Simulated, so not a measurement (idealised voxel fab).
process module | voxel transistor to metal
cross-section cut | 280 nm wide | cells 5 nm
A cross-section is a grid of square cells, given in bands from the top down. A band is one or more rows of cells.
Each band's line starts with the height of the band's top and of its bottom, in nm. Then come its materials from left to right, each with its width in nm. One material with "throughout" fills the band from edge to edge. "air" is empty space.
Height 0 is the level under which the wafer as received is all one material. The lowest band goes on downwards, as in "0 down".
A width such as "30 to 40" changes by the same amount from each row of cells to the next, from the band's top row to its bottom row.
"no change" after a step means that no cell of the cross-section changed.
closed voids: empty space of 8 cells or more with no open way to the top, each as width x height at its distance from the left edge, in nm
after a step's settings: what the simulator itself notes on the step
overlay nm, on a step with a mask: how far to the right of its planned place the mask lay; to the left if negative
plan
1 op RECEIVE | material Si
2 op OXIDIZE | depth nm 5
3 op CONFORMAL_DEP | material SiN | thk nm 15
4 op DIRECTIONAL_DEP | material aC | thk nm 10
5 op PATTERN | tone cover | mask id ACTIVE | material resist | width nm 100 | pitch nm 125 | thk nm 30 | overlay nm 0
6 op DIRECTIONAL_ETCH | etch materials aC | depth nm 10
7 op STRIP | etch materials resist
8 op DIRECTIONAL_ETCH | etch materials SiN | depth nm 15
9 op DIRECTIONAL_ETCH | etch materials SiO2 | depth nm 5
10 op DIRECTIONAL_ETCH | etch materials Si | depth nm 35
11 op STRIP | etch materials aC
12 op OXIDIZE | depth nm 5
13 op FILL_DEP | material SiO2 | thk nm 5
14 op CMP | height nm 15
15 op SELECTIVE_ETCH | etch materials SiO2 | depth nm 15
16 op STRIP | etch materials SiN
17 op SELECTIVE_ETCH | etch materials SiO2 | depth nm 5
18 op OXIDIZE | depth nm 5
19 op DIRECTIONAL_DEP | material polySi | thk nm 20
20 op DIRECTIONAL_DEP | material SiCN | thk nm 15
21 op DIRECTIONAL_DEP | material aC | thk nm 10
22 op PATTERN | tone cover | mask id GATE | material resist | width nm 20 | pitch nm 125 | thk nm 30 | overlay nm 0
23 op DIRECTIONAL_ETCH | etch materials aC | depth nm 10
24 op STRIP | etch materials resist
25 op DIRECTIONAL_ETCH | etch materials SiCN | depth nm 25
26 op DIRECTIONAL_ETCH | etch materials polySi | depth nm 30
27 op STRIP | etch materials aC
28 op CONFORMAL_DEP | material SiO2 | thk nm 5
29 op DIRECTIONAL_ETCH | etch materials SiO2 | depth nm 5
30 op CONFORMAL_DEP | material SiN | thk nm 10
31 op DIRECTIONAL_ETCH | etch materials SiN | depth nm 10
32 op DIRECTIONAL_ETCH | etch materials SiO2 | depth nm 5
33 op DIRECTIONAL_ETCH | etch materials Si | depth nm 5
34 op EPI | material SiGe | thk nm 10
35 op FILL_DEP | material SiO2 | thk nm 10
36 op CMP | height nm 30
37 op DIRECTIONAL_DEP | material SiO2 | thk nm 15
38 op DIRECTIONAL_DEP | material aC | thk nm 15
39 op PATTERN | tone open | mask id CONTACT | material resist | width nm 25 | thk nm 35 | overlay nm 0
40 op DIRECTIONAL_ETCH | etch materials aC | depth nm 15
41 op STRIP | etch materials resist
42 op DIRECTIONAL_ETCH | etch materials SiO2 | depth nm 50
43 op STRIP | etch materials aC
44 op CONFORMAL_DEP | material TiN | thk nm 5
45 op FILL_DEP | material Ru | thk nm 10
46 op CMP | height nm 45
47 op DIRECTIONAL_DEP | material TiN | thk nm 5
48 op DIRECTIONAL_DEP | material Ru | thk nm 15
49 op DIRECTIONAL_DEP | material aC | thk nm 10
50 op PATTERN | tone cover | mask id METAL_1 | material resist | width nm 15 | thk nm 25 | overlay nm 0
51 op DIRECTIONAL_ETCH | etch materials aC | depth nm 10
52 op STRIP | etch materials resist
53 op DIRECTIONAL_ETCH | etch materials Ru | depth nm 15
54 op DIRECTIONAL_ETCH | etch materials TiN | depth nm 5
55 op STRIP | etch materials aC
56 op CONFORMAL_DEP | material SiCN | thk nm 5
57 op FILL_DEP | material lowk | thk nm 10
58 op CMP | height nm 65
59 op CONFORMAL_DEP | material SiN | thk nm 5
varied across the wafers: width nm of step 50. The plan shows the first wafer's value. All wafers start alike
first wafer as received, after step 1
  0 down: Si throughout
  closed voids: none
first wafer at the end, after step 59
  70 to 65: SiN throughout
  65 to 50: lowk 30 | SiCN 5 | Ru 15 | SiCN 5 | lowk 40 | SiCN 5 | Ru 15 | SiCN 5 | lowk 35 | SiCN 5 | Ru 15 | SiCN 5 | lowk 40 | SiCN 5 | Ru 15 | SiCN 5 | lowk 35
  50 to 45: SiCN 35 | TiN 15 | SiCN 50 | TiN 15 | SiCN 45 | TiN 15 | SiCN 50 | TiN 15 | SiCN 40
  45 to 35: SiO2 35 | TiN 5 | Ru 15 | TiN 5 | SiO2 30 | TiN 5 | Ru 15 | TiN 5 | SiO2 45 | TiN 5 | Ru 15 | TiN 5 | SiO2 30 | TiN 5 | Ru 15 | TiN 5 | SiO2 40
  35 to 30: SiO2 35 | TiN 5 | Ru 5 | TiN 15 | SiO2 30 | TiN 15 | Ru 5 | TiN 5 | SiO2 45 | TiN 5 | Ru 5 | TiN 15 | SiO2 30 | TiN 15 | Ru 5 | TiN 5 | SiO2 40
  30 to 15: SiO2 35 | TiN 5 | Ru 5 | TiN 5 | SiN 10 | SiO2 5 | SiCN 20 | SiO2 5 | SiN 10 | TiN 5 | Ru 5 | TiN 5 | SiO2 45 | TiN 5 | Ru 5 | TiN 5 | SiN 10 | SiO2 5 | SiCN 20 | SiO2 5 | SiN 10 | TiN 5 | Ru 5 | TiN 5 | SiO2 40
  15 to 5: SiO2 35 | TiN 5 | Ru 5 | TiN 5 | SiN 10 | SiO2 5 | polySi 20 | SiO2 5 | SiN 10 | TiN 5 | Ru 5 | TiN 5 | SiO2 45 | TiN 5 | Ru 5 | TiN 5 | SiN 10 | SiO2 5 | polySi 20 | SiO2 5 | SiN 10 | TiN 5 | Ru 5 | TiN 5 | SiO2 40
  5 to 0: SiO2 35 | TiN 15 | SiN 10 | SiO2 5 | polySi 20 | SiO2 5 | SiN 10 | TiN 15 | SiO2 45 | TiN 15 | SiN 10 | SiO2 5 | polySi 20 | SiO2 5 | SiN 10 | TiN 15 | SiO2 40
  0 to -5: SiO2 35 | TiN 5 | SiGe 10 | SiN 10 | SiO2 5 | polySi 20 | SiO2 5 | SiN 10 | SiGe 10 | TiN 5 | SiO2 45 | TiN 5 | SiGe 10 | SiN 10 | SiO2 5 | polySi 20 | SiO2 5 | SiN 10 | SiGe 10 | TiN 5 | SiO2 40
  -5 to -10: SiO2 25 | SiGe 25 | SiO2 50 | SiGe 25 | SiO2 25 | SiGe 25 | SiO2 50 | SiGe 25 | SiO2 30
  -10 to -15: SiO2 30 | SiGe 20 | Si 50 | SiGe 20 | SiO2 35 | SiGe 20 | Si 50 | SiGe 20 | SiO2 35
  -15 to -45: SiO2 30 | Si 90 | SiO2 35 | Si 90 | SiO2 35
  -45 down: Si throughout
  closed voids: none
last wafer at the end
  70 to 65: SiN throughout
  65 to 50: lowk 25 | SiCN 5 | Ru 30 | SiCN 5 | lowk 25 | SiCN 5 | Ru 30 | SiCN 5 | lowk 20 | SiCN 5 | Ru 30 | SiCN 5 | lowk 25 | SiCN 5 | Ru 30 | SiCN 5 | lowk 25
  50 to 45: SiCN 30 | TiN 30 | SiCN 35 | TiN 30 | SiCN 30 | TiN 30 | SiCN 35 | TiN 30 | SiCN 30
  45 to 35: SiO2 35 | TiN 5 | Ru 15 | TiN 5 | SiO2 30 | TiN 5 | Ru 15 | TiN 5 | SiO2 45 | TiN 5 | Ru 15 | TiN 5 | SiO2 30 | TiN 5 | Ru 15 | TiN 5 | SiO2 40
  35 to 30: SiO2 35 | TiN 5 | Ru 5 | TiN 15 | SiO2 30 | TiN 15 | Ru 5 | TiN 5 | SiO2 45 | TiN 5 | Ru 5 | TiN 15 | SiO2 30 | TiN 15 | Ru 5 | TiN 5 | SiO2 40
  30 to 15: SiO2 35 | TiN 5 | Ru 5 | TiN 5 | SiN 10 | SiO2 5 | SiCN 20 | SiO2 5 | SiN 10 | TiN 5 | Ru 5 | TiN 5 | SiO2 45 | TiN 5 | Ru 5 | TiN 5 | SiN 10 | SiO2 5 | SiCN 20 | SiO2 5 | SiN 10 | TiN 5 | Ru 5 | TiN 5 | SiO2 40
  15 to 5: SiO2 35 | TiN 5 | Ru 5 | TiN 5 | SiN 10 | SiO2 5 | polySi 20 | SiO2 5 | SiN 10 | TiN 5 | Ru 5 | TiN 5 | SiO2 45 | TiN 5 | Ru 5 | TiN 5 | SiN 10 | SiO2 5 | polySi 20 | SiO2 5 | SiN 10 | TiN 5 | Ru 5 | TiN 5 | SiO2 40
  5 to 0: SiO2 35 | TiN 15 | SiN 10 | SiO2 5 | polySi 20 | SiO2 5 | SiN 10 | TiN 15 | SiO2 45 | TiN 15 | SiN 10 | SiO2 5 | polySi 20 | SiO2 5 | SiN 10 | TiN 15 | SiO2 40
  0 to -5: SiO2 35 | TiN 5 | SiGe 10 | SiN 10 | SiO2 5 | polySi 20 | SiO2 5 | SiN 10 | SiGe 10 | TiN 5 | SiO2 45 | TiN 5 | SiGe 10 | SiN 10 | SiO2 5 | polySi 20 | SiO2 5 | SiN 10 | SiGe 10 | TiN 5 | SiO2 40
  -5 to -10: SiO2 25 | SiGe 25 | SiO2 50 | SiGe 25 | SiO2 25 | SiGe 25 | SiO2 50 | SiGe 25 | SiO2 30
  -10 to -15: SiO2 30 | SiGe 20 | Si 50 | SiGe 20 | SiO2 35 | SiGe 20 | Si 50 | SiGe 20 | SiO2 35
  -15 to -45: SiO2 30 | Si 90 | SiO2 35 | Si 90 | SiO2 35
  -45 down: Si throughout
  closed voids: none
each wafer at the end: cells of each material gained (+) or lost (-) since it was received, then its closed voids
width nm 15 | +84 Ru | -268 Si | +92 SiCN | +44 SiGe | +112 SiN | +480 SiO2 | +100 TiN | +108 lowk | +32 polySi | closed voids: none
width nm 20 | +96 Ru | -268 Si | +88 SiCN | +44 SiGe | +112 SiN | +480 SiO2 | +104 TiN | +96 lowk | +32 polySi | closed voids: none
width nm 25 | +108 Ru | -268 Si | +84 SiCN | +44 SiGe | +112 SiN | +480 SiO2 | +108 TiN | +84 lowk | +32 polySi | closed voids: none
width nm 30 | +120 Ru | -268 Si | +80 SiCN | +44 SiGe | +112 SiN | +480 SiO2 | +112 TiN | +72 lowk | +32 polySi | closed voids: none
